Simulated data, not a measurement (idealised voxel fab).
process module | voxel plated lines
cross-section cut | 290 nm wide | cells 5 nm
A cross-section is a grid of square cells, given in bands from the top down. A band is one or more rows of cells.
Each band's line starts with the height of the band's top and of its bottom, in nm. Then come its materials from left to right, each with its width in nm. One material with "throughout" fills the band from edge to edge. "air" is empty space.
Height 0 is the level under which the wafer as received is all one material. The lowest band goes on downwards, as in "0 down".
A width such as "30 to 40" changes by the same amount from each row of cells to the next, from the band's top row to its bottom row.
"no change" after a step means that no cell of the cross-section changed.
closed voids: empty space of 8 cells or more with no open way to the top, each as width x height at its distance from the left edge, in nm
after a step's settings: what the simulator itself notes on the step
overlay nm, on a step with a mask: how far to the right of its planned place the mask lay; to the left if negative
plan
1 op RECEIVE | material Si
2 op CONFORMAL_DEP | material Al2O3 | thk nm 5
3 op DIRECTIONAL_DEP | material TiN | thk nm 5
4 op PATTERN | tone open | mask id LINES | material resist | width nm 30 | pitch nm 55 | thk nm 35 | overlay nm 0
5 op EPI | material Ru | thk nm 10
6 op EPI | material Ru | thk nm 5
7 op EPI | material Ru | thk nm 10
8 op STRIP | etch materials resist
9 op DIRECTIONAL_ETCH | etch materials TiN | depth nm 5
10 op CONFORMAL_DEP | material SiCN | thk nm 10
first wafer, as planned
as received, after step 1
  0 down: Si throughout
  closed voids: none
after step 2
  5 to 0: Al2O3 throughout
  below 0: unchanged
after step 3
  10 to 5: TiN throughout
  below 5: unchanged
after step 4
  45 to 10: resist 45 | air 30 | resist 25 | air 30 | resist 25 | air 30 | resist 25 | air 30 | resist 50
  below 10: unchanged
after step 5
  45 to 20: resist 45 | air 30 | resist 25 | air 30 | resist 25 | air 30 | resist 25 | air 30 | resist 50
  20 to 10: resist 45 | Ru 30 | resist 25 | Ru 30 | resist 25 | Ru 30 | resist 25 | Ru 30 | resist 50
  below 10: unchanged
after step 6
  45 to 25: resist 45 | air 30 | resist 25 | air 30 | resist 25 | air 30 | resist 25 | air 30 | resist 50
  25 to 10: resist 45 | Ru 30 | resist 25 | Ru 30 | resist 25 | Ru 30 | resist 25 | Ru 30 | resist 50
  below 10: unchanged
after step 7
  45 to 35: resist 45 | air 30 | resist 25 | air 30 | resist 25 | air 30 | resist 25 | air 30 | resist 50
  35 to 10: resist 45 | Ru 30 | resist 25 | Ru 30 | resist 25 | Ru 30 | resist 25 | Ru 30 | resist 50
  below 10: unchanged
after step 8
  35 to 10: air 45 | Ru 30 | air 25 | Ru 30 | air 25 | Ru 30 | air 25 | Ru 30 | air 50
  below 10: unchanged
after step 9
  35 to 10: air 45 | Ru 30 | air 25 | Ru 30 | air 25 | Ru 30 | air 25 | Ru 30 | air 50
  10 to 5: air 45 | TiN 30 | air 25 | TiN 30 | air 25 | TiN 30 | air 25 | TiN 30 | air 50
  below 5: unchanged
after step 10
  45 to 35: air 35 | SiCN 50 | air 5 | SiCN 50 | air 5 | SiCN 50 | air 5 | SiCN 50 | air 40
  35 to 15: air 35 | SiCN 10 | Ru 30 | SiCN 10 | air 5 | SiCN 10 | Ru 30 | SiCN 10 | air 5 | SiCN 10 | Ru 30 | SiCN 10 | air 5 | SiCN 10 | Ru 30 | SiCN 10 | air 40
  15 to 10: SiCN 45 | Ru 30 | SiCN 25 | Ru 30 | SiCN 25 | Ru 30 | SiCN 25 | Ru 30 | SiCN 50
  10 to 5: SiCN 45 | TiN 30 | SiCN 25 | TiN 30 | SiCN 25 | TiN 30 | SiCN 25 | TiN 30 | SiCN 50
  below 5: unchanged
second wafer: like start, like plan, one mistake. Through step 9 it matches the first wafer
when step 10 should have ended
  45 to 35: air 35 | TiN 50 | air 5 | TiN 50 | air 5 | TiN 50 | air 5 | TiN 50 | air 40
  35 to 15: air 35 | TiN 10 | Ru 30 | TiN 10 | air 5 | TiN 10 | Ru 30 | TiN 10 | air 5 | TiN 10 | Ru 30 | TiN 10 | air 5 | TiN 10 | Ru 30 | TiN 10 | air 40
  15 to 10: TiN 45 | Ru 30 | TiN 25 | Ru 30 | TiN 25 | Ru 30 | TiN 25 | Ru 30 | TiN 50
  10 to 5: TiN throughout
  below 5: unchanged
what went wrong: step 10 ran as: op CONFORMAL_DEP | material TiN | thk nm 10
at the end the second wafer has, in cells: 212 fewer of SiCN | 212 more of TiN
